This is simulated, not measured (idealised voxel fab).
A process module follows: voxel wiring stack.
Cross-sectional view cut (width: 180 nm; square cell size: 5 nm).
For the purposes of this document, a cross-section shall be understood as a grid of square cells, specified as bands listed in top-to-bottom order, each band consisting of one or more rows of cells. What a band's entry tells you: where the top is and where the bottom is, as heights in nm, and after that what lies inside, material by material from left to right, each with its width in nm. Empty space is written as the word "blank", and a single material marked with the word "edge to edge" occupies the band from edge to edge. It should be noted that heights are counted from 0, beneath which the wafer as supplied is of one material throughout, and that the lowest band possesses no lower boundary but continues downward, as written in "0 down". A width such as "30 to 40" changes by the same amount from each row of cells to the next, from the band's top row to its bottom row. Given "no change occurred" for a step, no cell of the cross-section differs between before and after that step. The list in "Enclosed void listing" covers empty spaces of 8 cells or more that cannot reach the top through any open way, and it gives each as width x height at distance; the distance is from the left edge, and width, height and distance are in nm. What comes after the settings on a step's line is commentary from the simulator itself on that step. The setting "overlay nm" may be written on the line of a step. When the step uses a mask, the value reports how far to the right of the planned place the mask lay, and a negative value reports that it lay to the left.

-- This section lists the process steps that were planned
1 RECEIVE,material Si
2 CONFORMAL_DEP,material SiO2,thk nm 10
3 DIRECTIONAL_DEP,material TiN,thk nm 5
4 DIRECTIONAL_DEP,material Ru,thk nm 20
5 PATTERN,tone cover,mask id METAL_1,material resist,width nm 30,pitch nm 45,thk nm 15,overlay nm 0
6 DIRECTIONAL_ETCH,etch materials Ru,depth nm 20
7 DIRECTIONAL_ETCH,etch materials TiN,depth nm 5
8 STRIP,etch materials resist
9 FILL_DEP,material lowk,thk nm 5
10 CMP,height nm 35
11 CONFORMAL_DEP,material SiCN,thk nm 5
12 DIRECTIONAL_DEP,material lowk,thk nm 15
13 MASKED_ETCH,tone open,mask id PLUG_1,width nm 15,pitch nm 45,etch materials lowk,depth nm 15,overlay nm 0
14 MASKED_ETCH,tone open,mask id PLUG_1,width nm 15,pitch nm 45,etch materials SiCN,depth nm 5,overlay nm 0
15 CONFORMAL_DEP,material TiN,thk nm 5
16 FILL_DEP,material Cu,thk nm 5
17 CMP,height nm 55
18 DIRECTIONAL_DEP,material TiN,thk nm 5
19 DIRECTIONAL_DEP,material W,thk nm 25
20 DIRECTIONAL_DEP,material aC,thk nm 15
21 PATTERN,tone cover,mask id METAL_2,material resist,width nm 30,pitch nm 45,thk nm 35,overlay nm 0
22 DIRECTIONAL_ETCH,etch materials aC,depth nm 15
23 STRIP,etch materials resist
24 DIRECTIONAL_ETCH,etch materials W,depth nm 25
25 DIRECTIONAL_ETCH,etch materials TiN,depth nm 5
26 STRIP,etch materials aC
27 CONFORMAL_DEP,material SiN,thk nm 5
28 FILL_DEP,material lowk,thk nm 10
29 CMP,height nm 85
30 CONFORMAL_DEP,material SiCN,thk nm 5
31 DIRECTIONAL_DEP,material lowk,thk nm 10
32 MASKED_ETCH,tone open,mask id PLUG_2,width nm 15,etch materials lowk,depth nm 10,overlay nm 0
33 MASKED_ETCH,tone open,mask id PLUG_2,width nm 15,etch materials SiCN,depth nm 5,overlay nm 0
34 EPI,material Ru,thk nm 10
35 EPI,material Ru,thk nm 5
36 DIRECTIONAL_DEP,material TiN,thk nm 5
37 DIRECTIONAL_DEP,material W,thk nm 25
38 MASKED_ETCH,tone cover,mask id METAL_3,width nm 30,pitch nm 45,etch materials W,depth nm 25,overlay nm 0
39 MASKED_ETCH,tone cover,mask id METAL_3,width nm 30,pitch nm 45,etch materials TiN,depth nm 5,overlay nm 0
40 FILL_DEP,material lowk,thk nm 5
41 CMP,height nm 130
42 CONFORMAL_DEP,material SiN,thk nm 5

-- As-received state of the wafer in cross-section, equivalent to post-step 1
* 0 down = Si edge to edge
* Enclosed void listing: none

-- Post-module cross-section: identical start and plan to those above, one misstep in execution
* 135 to 130 = SiN edge to edge
* 130 to 105 = lowk 40 nm; W 30 nm; lowk 15 nm; W 30 nm; lowk 65 nm
* 105 to 100 = lowk 40 nm; TiN 40 nm; lowk 5 nm; TiN 40 nm; lowk 55 nm
* 100 to 90 = lowk 50 nm; Ru 15 nm; lowk 115 nm
* 90 to 85 = SiCN 50 nm; Ru 15 nm; SiCN 115 nm
* 85 to 60 = lowk 45 nm; SiN 5 nm; W 30 nm; SiN 5 nm; lowk 5 nm; SiN 5 nm; W 30 nm; SiN 5 nm; lowk 50 nm
* 60 to 55 = SiN 50 nm; TiN 30 nm; SiN 15 nm; TiN 30 nm; SiN 55 nm
* 55 to 40 = lowk 50 nm; TiN 5 nm; Cu 5 nm; TiN 5 nm; lowk 30 nm; TiN 5 nm; Cu 5 nm; TiN 5 nm; lowk 70 nm
* 40 to 35 = SiCN 50 nm; TiN 15 nm; SiCN 30 nm; TiN 15 nm; SiCN 70 nm
* 35 to 15 = lowk 50 nm; Ru 30 nm; lowk 15 nm; Ru 30 nm; lowk 55 nm
* 15 to 10 = lowk 50 nm; TiN 30 nm; lowk 15 nm; TiN 30 nm; lowk 55 nm
* 10 to 0 = SiO2 edge to edge
* 0 down = Si edge to edge
* Enclosed void listing: none
Short version of what went wrong: note that step 38 departed from the planned setting and was carried out as MASKED_ETCH,tone cover,mask id METAL_3,width nm 30,pitch nm 45,etch materials W,depth nm 25,overlay nm -10
